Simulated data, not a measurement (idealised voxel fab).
Process module in this document: voxel quadruple lines
Shown is cross-section cut, with a width of 185 nm and square cells of size 5 nm.
Just so we're on the same page, the cross-sections are grids of square cells, and they're listed out in bands top to bottom, each band one or more rows deep. What a band's entry tells you: where the top is and where the bottom is, as heights in nm, and after that what lies inside, material by material from left to right, each with its width in nm. Empty space is written as the word "empty", and a single material marked with the word "edge to edge" occupies the band from edge to edge. The reference from which all heights are counted is 0, the level beneath which the as-received wafer is entirely one material; the lowest band, having no lower bound, proceeds downward and is written after the example "top 0, no bottom". Note: "30 to 40" means the width goes from the first number (top row of the band) to the second number (bottom row) in equal steps per row of cells. Basically "stayed the same" means that step didn't change any cell in the cross-section. Closed empty spaces (no open way to the top) of 8 cells or more are what "Closed void table" lists, each as width x height at distance from the left edge, nm for all three. Step line, after settings: the simulator's comment on this step. A step line may carry the setting "overlay nm", which, for steps involving a mask, states the distance by which the mask lay to the right of its intended position; negative values denote displacement to the left.

## Intended process steps
1 RECEIVE: material Si
2 CONFORMAL_DEP: material Al2O3, thk nm 10
3 DIRECTIONAL_DEP: material Ru, thk nm 10
4 DIRECTIONAL_DEP: material polySi, thk nm 20
5 DIRECTIONAL_DEP: material aC, thk nm 20
6 PATTERN: tone cover, mask id MANDREL, material resist, width nm 15, pitch nm 80, thk nm 30, overlay nm 0
7 DIRECTIONAL_ETCH: etch materials aC, depth nm 20
8 STRIP: etch materials resist
9 CONFORMAL_DEP: material SiO2, thk nm 15
10 DIRECTIONAL_ETCH: etch materials SiO2, depth nm 15
11 STRIP: etch materials aC
12 DIRECTIONAL_ETCH: etch materials polySi, depth nm 20
13 STRIP: etch materials SiO2
14 CONFORMAL_DEP: material SiN, thk nm 5
15 DIRECTIONAL_ETCH: etch materials SiN, depth nm 5
16 STRIP: etch materials polySi
17 DIRECTIONAL_ETCH: etch materials Ru, depth nm 10
18 STRIP: etch materials SiN
The plan's step 6 width nm is the first wafer's value; the wafers differ in this setting and start identical.

## Step 1 complete: as-received cross-section of the first of several wafers
- top 0, no bottom = Si edge to edge
- Closed void table: none

## End-of-module cross-section, first of several wafers, after last step 18
- top 20, bottom 10 = empty: 25 | Ru: 5 | empty: 15 | Ru: 5 | empty: 5 | Ru: 5 | empty: 15 | Ru: 5 | empty: 25 | Ru: 5 | empty: 15 | Ru: 5 | empty: 5 | Ru: 5 | empty: 15 | Ru: 5 | empty: 25
- top 10, bottom 0 = Al2O3 edge to edge
- top 0, no bottom = Si edge to edge
- Closed void table: none

## Last wafer, end of module, cross-section
- top 20, bottom 10 = empty: 15 | Ru: 5 | empty: 15 | Ru: 5 | empty: 30 | Ru: 5 | empty: 15 | Ru: 10 | empty: 15 | Ru: 5 | empty: 30 | Ru: 5 | empty: 15 | Ru: 5 | empty: 10
- top 10, bottom 0 = Al2O3 edge to edge
- top 0, no bottom = Si edge to edge
- Closed void table: none

## Where each wafer stands at the end of the module, a row apiece: cells of each material gained (+) or lost (-) since it was received, then closed voids
width nm 15; +74 Al2O3; +16 Ru; Closed void table: none
width nm 20; +74 Al2O3; +16 Ru; Closed void table: none
width nm 25; +74 Al2O3; +16 Ru; Closed void table: none
width nm 30; +74 Al2O3; +16 Ru; Closed void table: none
width nm 35; +74 Al2O3; +16 Ru; Closed void table: none
width nm 40; +74 Al2O3; +16 Ru; Closed void table: none
